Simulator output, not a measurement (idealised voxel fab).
Title: Process Module voxel air gaps
Displayed cross-section: cut, width of 250 nm, square cells sized 5 nm.
If you're reading a cross-section in this doc, picture square cells in a grid; it comes to you as bands, top ones listed first down to the bottom, and a band can be one or more rows of cells.
The entry gives the band's vertical extent as a top height and a bottom height in nm, then its horizontal make-up as materials from left to right, each with a width in nm. "empty" stands for empty space; a single material marked "edge to edge" fills the band edge to edge.
Heights are reckoned from 0. Under this level, the received wafer is all of one material. The bottommost band is open-ended downward, for example "0 nm and below".
The two numbers in a width such as "30->40" mark its ends across the band: the first belongs to the top row of cells, the second to the bottom row, and from each row to the next the width moves by the same amount.
The designation "everything unchanged", where it is given for a processing step, indicates that no cell of the cross-section was altered in the course of that step.
So "Entrapped voids" is basically the list of trapped voids: any empty space of 8 cells or more that can't reach the top through an opening. They're written width x height at distance, the distance being from the left edge, and it's all nm.
On each step's line, the part that comes after the settings is the simulator's own comment on the step.
When a step includes a mask, the "overlay nm" setting on its line states how far to the right of its planned place that mask lay, and negative values state how far to the left.

List of planned process steps
1) RECEIVE: material Si
2) CONFORMAL_DEP: material SiO2, thk nm 15
3) CONFORMAL_DEP: material SiN, thk nm 5
4) DIRECTIONAL_DEP: material SiO2, thk nm 40
5) PATTERN: tone open, mask id LINES, material resist, width nm 25, pitch nm 55, thk nm 15, overlay nm 0
6) DIRECTIONAL_ETCH: etch materials SiO2, depth nm 40
7) STRIP: etch materials resist
8) CONFORMAL_DEP: material TiN, thk nm 5
9) FILL_DEP: material W, thk nm 5
10) CMP: height nm 60
11) EPI: material Ru, thk nm 10
12) SELECTIVE_ETCH: etch materials SiO2, depth nm 50
13) CONFORMAL_DEP: material SiN, thk nm 5

The first of a set of two wafers, run to plan

Here's what the wafer looked like in cross-section when it arrived - that's after step 1
- 0 nm and below  Si edge to edge
- Entrapped voids: none

Step 2 done - wafer cross-section
- 15 nm to 0 nm  SiO2 edge to edge
- Everything below 0 is unchanged.

Step 3 done - wafer cross-section
- 20 nm to 15 nm  SiN edge to edge
- Everything below 15 is unchanged.

Step 4 done - wafer cross-section
- 60 nm to 20 nm  SiO2 edge to edge
- Everything below 20 is unchanged.

Step 5 done - wafer cross-section
- 75 nm to 60 nm  resist=55; empty=25; resist=30; empty=25; resist=30; empty=25; resist=60
- Everything below 60 is unchanged.

Step 6 done - wafer cross-section
- 75 nm to 60 nm  resist=55; empty=25; resist=30; empty=25; resist=30; empty=25; resist=60
- 60 nm to 20 nm  SiO2=55; empty=25; SiO2=30; empty=25; SiO2=30; empty=25; SiO2=60
- Everything below 20 is unchanged.

Step 7 done - wafer cross-section
- 60 nm to 20 nm  SiO2=55; empty=25; SiO2=30; empty=25; SiO2=30; empty=25; SiO2=60
- Everything below 20 is unchanged.

Step 8 done - wafer cross-section
- 65 nm to 60 nm  TiN=60; empty=15; TiN=40; empty=15; TiN=40; empty=15; TiN=65
- 60 nm to 25 nm  SiO2=55; TiN=5; empty=15; TiN=5; SiO2=30; TiN=5; empty=15; TiN=5; SiO2=30; TiN=5; empty=15; TiN=5; SiO2=60
- 25 nm to 20 nm  SiO2=55; TiN=25; SiO2=30; TiN=25; SiO2=30; TiN=25; SiO2=60
- Everything below 20 is unchanged.

Step 9 done - wafer cross-section
- 70 nm to 65 nm  W edge to edge
- 65 nm to 60 nm  TiN=60; W=15; TiN=40; W=15; TiN=40; W=15; TiN=65
- 60 nm to 25 nm  SiO2=55; TiN=5; W=15; TiN=5; SiO2=30; TiN=5; W=15; TiN=5; SiO2=30; TiN=5; W=15; TiN=5; SiO2=60
- Everything below 25 is unchanged.

Step 10 done - wafer cross-section
- 60 nm to 25 nm  SiO2=55; TiN=5; W=15; TiN=5; SiO2=30; TiN=5; W=15; TiN=5; SiO2=30; TiN=5; W=15; TiN=5; SiO2=60
- Everything below 25 is unchanged.

Step 11 done - wafer cross-section
- 70 nm to 60 nm  empty=45; Ru=45; empty=10; Ru=45; empty=10; Ru=45; empty=50
- Everything below 60 is unchanged.

Step 12 done - wafer cross-section
- 70 nm to 60 nm  empty=45; Ru=45; empty=10; Ru=45; empty=10; Ru=45; empty=50
- 60 nm to 25 nm  empty=55; TiN=5; W=15; TiN=5; empty=30; TiN=5; W=15; TiN=5; empty=30; TiN=5; W=15; TiN=5; empty=60
- 25 nm to 20 nm  empty=55; TiN=25; empty=30; TiN=25; empty=30; TiN=25; empty=60
- Everything below 20 is unchanged.

Step 13 done - wafer cross-section
- 75 nm to 70 nm  empty=40; SiN=165; empty=45
- 70 nm to 60 nm  empty=40; SiN=5; Ru=45; SiN=10; Ru=45; SiN=10; Ru=45; SiN=5; empty=45
- 60 nm to 55 nm  empty=40; SiN=15; TiN=5; W=15; TiN=5; SiN=30; TiN=5; W=15; TiN=5; SiN=30; TiN=5; W=15; TiN=5; SiN=15; empty=45
- 55 nm to 25 nm  empty=50; SiN=5; TiN=5; W=15; TiN=5; SiN=5; empty=20; SiN=5; TiN=5; W=15; TiN=5; SiN=5; empty=20; SiN=5; TiN=5; W=15; TiN=5; SiN=5; empty=55
- 25 nm to 20 nm  SiN=55; TiN=25; SiN=30; TiN=25; SiN=30; TiN=25; SiN=60
- Everything below 20 is unchanged.
- Entrapped voids: 20 x 30 at 85; 20 x 30 at 140

Wafer two. Identical start, identical plan. One mistake in execution. Identical history through step 9

Second wafer cross-section, taken as of the time the plan sets for step 10 to be done
- 65 nm to 60 nm  TiN=60; W=15; TiN=40; W=15; TiN=40; W=15; TiN=65
- Everything below 60 is unchanged.

Second wafer cross-section, taken as of the time the plan sets for step 11 to be done
- 75 nm to 65 nm  Ru edge to edge
- Everything below 65 is unchanged.

Second wafer cross-section, taken as of the time the plan sets for step 12 to be done: everything unchanged

Second wafer cross-section, taken as of the time the plan sets for step 13 to be done
- 80 nm to 75 nm  SiN edge to edge
- Everything below 75 is unchanged.
Deviation noted in wafer processing: the process deviated at step 10: the operation and settings actually run there were CMP: height nm 65
The closing comparison, in cells, has the second wafer with more or fewer of some materials than the first: 46 more of Ru | 84 fewer of SiN | 280 more of SiO2 | 41 more of TiN | 9 more of W
In the final state there are 2 closed voids in the first wafer, compared with 0 in the second wafer.
